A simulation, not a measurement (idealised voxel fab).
Process module, titled voxel fin reveal
Section shown: cut. Width: 200 nm. Cell size: 5 nm, square.
If you're reading a cross-section in this doc, picture square cells in a grid; it comes to you as bands, top ones listed first down to the bottom, and a band can be one or more rows of cells. First you get the band's top height and its bottom height, in nm, and then the materials it's made of, left to right, with each width in nm. If you see a single material with "edge to edge", that one covers the band edge to edge. "blank" is empty space. Where do heights start? At 0: under that level the wafer as delivered is made of one material only. And the lowest band has no floor; it just carries on downward, as in "z 0 and below". A width given as "30 to 40" starts at the first number in the band's top row and ends at the second number in its bottom row, shifting by an equal amount at every step from row to row. No cell of the cross-section changed in a step that is given as "left unchanged". Entry "Enclosed internal voids" = empty spaces >= 8 cells with no open way to the top; each as width x height at distance, distance from left edge, all nm. Text after the settings on a step's line: the simulator's own remark on that step. For masked steps, "overlay nm" on the step line gives how far right of plan the mask actually lay; a minus sign means it lay to the left.
## Here's what the planned process steps look like
step 1: RECEIVE, material Si
step 2: CONFORMAL_DEP, material SiN, thk nm 10
step 3: MASKED_ETCH, tone cover, mask id FINS, width nm 15, pitch nm 45, etch materials SiN, depth nm 10, overlay nm 0
step 4: MASKED_ETCH, tone cover, mask id FINS, width nm 15, pitch nm 45, etch materials Si, depth nm 40, overlay nm 0
step 5: OXIDIZE, depth nm 5
step 6: FILL_DEP, material SiO2, thk nm 10
step 7: CMP, height nm 10
step 8: SELECTIVE_ETCH, etch materials SiO2, depth nm 40
step 9: STRIP, etch materials SiN
## As-received state of the wafer in cross-section, equivalent to post-step 1
    z 0 and below: Si edge to edge
    Enclosed internal voids: none
## Module complete, cross-section. Starting point and plan per above. One mistake made in running the module
    z 0 to -30: 75 of blank, 5 of Si, 40 of blank, 5 of Si, 75 of blank
    z -30 to -40: 30 of SiO2, 45 of blank, 5 of Si, 40 of blank, 5 of Si, 45 of blank, 30 of SiO2
    z -40 to -45: 75 of SiO2, 5 of Si, 40 of SiO2, 5 of Si, 75 of SiO2
    z -45 and below: Si edge to edge
    Enclosed internal voids: none
Which mistake was made when the wafer was run? the run placed steps 8 and 9 each in the position the plan gave to the other
